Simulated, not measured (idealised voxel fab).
The process module presented herein is designated voxel gate over fins.
Cross-section cut spans 235 nm and uses square cells 5 nm in size.
How to read a cross-section here: the picture is a grid of square cells, written as bands going from the top down, and any band can span one or more rows of cells. A band entry consists of two parts. The first gives the height of the band's top and the height of its bottom, in nm. The rest lists the band's materials from left to right, each with its width in nm. A single material labelled with the word "full width" fills the band from edge to edge, and the word "empty" marks empty space. Counting heights begins at 0, where everything beneath is, in the wafer as received, one material. The lowest band has no bottom; it goes on downwards, as "from 0 down" shows. Width: "30->40" (first number = top row, second number = bottom row, same change from row to row of cells). Step marked "identical to before"? Then no cell in the cross-section changed in it. What "Enclosed internal cavities" gives you is every empty space of 8 cells or more that is cut off from the top. Each appears as width x height at distance, with the distance taken from the left edge and width, height and distance all in nm. Formally, on a step line, whatever follows the settings is a remark that the simulator itself makes on the step. "overlay nm" answers the question of how far to the right of plan the mask lay on a step that has a mask, and when it is negative the answer is to the left.
-- The steps planned for the process are as follows
- 1: op RECEIVE | material Si
- 2: op CONFORMAL_DEP | material SiN | thk nm 10
- 3: op PATTERN | tone cover | mask id FINS | material resist | width nm 15 | pitch nm 55 | thk nm 15 | overlay nm -15
- 4: op DIRECTIONAL_ETCH | etch materials SiN | depth nm 10
- 5: op DIRECTIONAL_ETCH | etch materials Si | depth nm 40
- 6: op STRIP | etch materials resist
- 7: op OXIDIZE | depth nm 5
- 8: op FILL_DEP | material SiO2 | thk nm 5
- 9: op CMP | height nm 10
- 10: op DIRECTIONAL_DEP | material aC | thk nm 15
- 11: op PATTERN | tone open | mask id RAIL | material resist | width nm 15 | thk nm 30 | overlay nm 0
- 12: op DIRECTIONAL_ETCH | etch materials aC | depth nm 15
- 13: op STRIP | etch materials resist
- 14: op DIRECTIONAL_ETCH | etch materials SiO2 | depth nm 45
- 15: op STRIP | etch materials aC
- 16: op CONFORMAL_DEP | material TiN | thk nm 5
- 17: op FILL_DEP | material Ru | thk nm 10
- 18: op CMP | height nm 10
- 19: op SELECTIVE_ETCH | etch materials W Ru TiN | depth nm 30
- 20: op FILL_DEP | material SiO2 | thk nm 5
- 21: op CMP | height nm 10
- 22: op SELECTIVE_ETCH | etch materials SiO2 | depth nm 25
- 23: op STRIP | etch materials SiN
- 24: op CONFORMAL_DEP | material HfO2 | thk nm 5
- 25: op CONFORMAL_DEP | material TiN | thk nm 5
- 26: op FILL_DEP | material W | thk nm 10
- 27: op CMP | height nm 15
- 28: op CONFORMAL_DEP | material SiN | thk nm 10
varied across the wafers: overlay nm of step 3. The plan shows the first wafer's value. All wafers start alike
-- Cross-section of the first of several wafers on receipt, reflecting completion of step 1
  from 0 down = Si full width
  Enclosed internal cavities: none
-- Row per wafer, end-of-module: cell gain (+)/loss (-) by material since the wafer came in, then closed voids
overlay nm -15, +65 HfO2, +2 Ru, -396 Si, +94 SiN, +255 SiO2, +72 TiN, +143 W, Enclosed internal cavities: none
overlay nm -10, +65 HfO2, +2 Ru, -396 Si, +94 SiN, +255 SiO2, +72 TiN, +143 W, Enclosed internal cavities: none
overlay nm -5, +65 HfO2, +2 Ru, -396 Si, +94 SiN, +255 SiO2, +72 TiN, +143 W, Enclosed internal cavities: none
overlay nm 0, +65 HfO2, +2 Ru, -396 Si, +94 SiN, +255 SiO2, +72 TiN, +143 W, Enclosed internal cavities: none
overlay nm 5, +65 HfO2, +2 Ru, -396 Si, +94 SiN, +255 SiO2, +72 TiN, +143 W, Enclosed internal cavities: none
overlay nm 10, +65 HfO2, +2 Ru, -396 Si, +94 SiN, +255 SiO2, +72 TiN, +143 W, Enclosed internal cavities: none
overlay nm 15, +65 HfO2, -396 Si, +94 SiN, +258 SiO2, +71 TiN, +143 W, Enclosed internal cavities: none
